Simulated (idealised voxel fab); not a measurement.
process module | voxel capacitor over wiring
cross-section cut | 200 nm wide | cells 5 nm
A cross-section is a grid of square cells, given in bands from the top down. A band is one or more rows of cells.
Each band's line starts with the height of the band's top and of its bottom, in nm. Then come its materials from left to right, each with its width in nm. One material with "throughout" fills the band from edge to edge. "air" is empty space.
Height 0 is the level under which the wafer as received is all one material. The lowest band goes on downwards, as in "0 down".
A width such as "30 to 40" changes by the same amount from each row of cells to the next, from the band's top row to its bottom row.
"no change" after a step means that no cell of the cross-section changed.
closed voids: empty space of 8 cells or more with no open way to the top, each as width x height at its distance from the left edge, in nm
after a step's settings: what the simulator itself notes on the step
overlay nm, on a step with a mask: how far to the right of its planned place the mask lay; to the left if negative
plan
1 op RECEIVE | material Si
2 op CONFORMAL_DEP | material SiO2 | thk nm 15
3 op DIRECTIONAL_DEP | material TiN | thk nm 5
4 op DIRECTIONAL_DEP | material W | thk nm 25
5 op DIRECTIONAL_DEP | material aC | thk nm 15
6 op PATTERN | tone cover | mask id METAL_1 | material resist | width nm 25 | pitch nm 95 | thk nm 30 | overlay nm 0
7 op DIRECTIONAL_ETCH | etch materials aC | depth nm 15
8 op STRIP | etch materials resist
9 op DIRECTIONAL_ETCH | etch materials W | depth nm 25
10 op DIRECTIONAL_ETCH | etch materials TiN | depth nm 5
11 op STRIP | etch materials aC
12 op FILL_DEP | material SiO2 | thk nm 10
13 op CMP | height nm 45
14 op CONFORMAL_DEP | material SiCN | thk nm 5
15 op DIRECTIONAL_DEP | material lowk | thk nm 20
16 op DIRECTIONAL_DEP | material aC | thk nm 15
17 op PATTERN | tone open | mask id PLUG_1 | material resist | width nm 15 | thk nm 30 | overlay nm 0
18 op DIRECTIONAL_ETCH | etch materials aC | depth nm 15
19 op STRIP | etch materials resist
20 op DIRECTIONAL_ETCH | etch materials lowk | depth nm 20
21 op DIRECTIONAL_ETCH | etch materials SiCN | depth nm 5
22 op STRIP | etch materials aC
23 op CONFORMAL_DEP | material TiN | thk nm 5
24 op FILL_DEP | material Cu | thk nm 5
25 op CMP | height nm 70
26 op DIRECTIONAL_DEP | material TiN | thk nm 10
27 op DIRECTIONAL_DEP | material HfO2 | thk nm 5
28 op DIRECTIONAL_DEP | material TiN | thk nm 5
29 op MASKED_ETCH | tone cover | mask id UPPER_PLATE | width nm 75 | etch materials TiN | depth nm 5 | overlay nm 0
30 op MASKED_ETCH | tone cover | mask id UPPER_PLATE | width nm 75 | etch materials HfO2 | depth nm 5 | overlay nm 0
31 op MASKED_ETCH | tone cover | mask id LOWER_PLATE | width nm 85 | etch materials TiN | depth nm 10 | overlay nm 0
32 op FILL_DEP | material SiO2 | thk nm 15
33 op CMP | height nm 100
34 op PATTERN | tone open | mask id PLUG_2 | material resist | width nm 15 | thk nm 20 | overlay nm 0
35 op DIRECTIONAL_ETCH | etch materials SiO2 | depth nm 10
36 op STRIP | etch materials resist
37 op CONFORMAL_DEP | material TiN | thk nm 5
38 op FILL_DEP | material W | thk nm 5
39 op CMP | height nm 100
40 op CONFORMAL_DEP | material SiN | thk nm 5
as received, after step 1
  0 down: Si throughout
  closed voids: none
first wafer at the end, as planned
  105 to 100: SiN throughout
  100 to 95: SiO2 60 | TiN 5 | W 5 | TiN 5 | SiO2 125
  95 to 85: SiO2 60 to 50 | TiN 15 to 75 | SiO2 125 to 75
  85 to 80: SiO2 50 | HfO2 75 | SiO2 75
  80 to 70: SiO2 45 | TiN 85 | SiO2 70
  70 to 50: lowk 50 | TiN 5 | Cu 5 | TiN 5 | lowk 135
  50 to 45: SiCN 50 | TiN 15 | SiCN 135
  45 to 20: SiO2 40 | W 25 | SiO2 70 | W 25 | SiO2 40
  20 to 15: SiO2 40 | TiN 25 | SiO2 70 | TiN 25 | SiO2 40
  15 to 0: SiO2 throughout
  0 down: Si throughout
  closed voids: none
second wafer at the end: like start, like plan, one mistake
  105 to 100: SiN throughout
  100 to 95: SiO2 60 | TiN 5 | W 5 | TiN 5 | SiO2 125
  95 to 85: SiO2 60 to 50 | TiN 15 to 75 | SiO2 125 to 75
  85 to 80: SiO2 50 | HfO2 75 | SiO2 75
  80 to 70: SiO2 45 | TiN 85 | SiO2 70
  70 to 55: lowk 50 | TiN 5 | Cu 5 | TiN 5 | lowk 135
  55 to 50: SiCN 50 | TiN 15 | SiCN 135
  50 to 45: SiO2 throughout
  45 to 20: SiO2 40 | W 25 | SiO2 70 | W 25 | SiO2 40
  20 to 15: SiO2 40 | TiN 25 | SiO2 70 | TiN 25 | SiO2 40
  15 to 0: SiO2 throughout
  0 down: Si throughout
  closed voids: none
what went wrong: step 13 ran as: op CMP | height nm 50
at the end the second wafer has, in cells: 1 fewer of Cu | 40 more of SiO2 | 2 fewer of TiN | 37 fewer of lowk
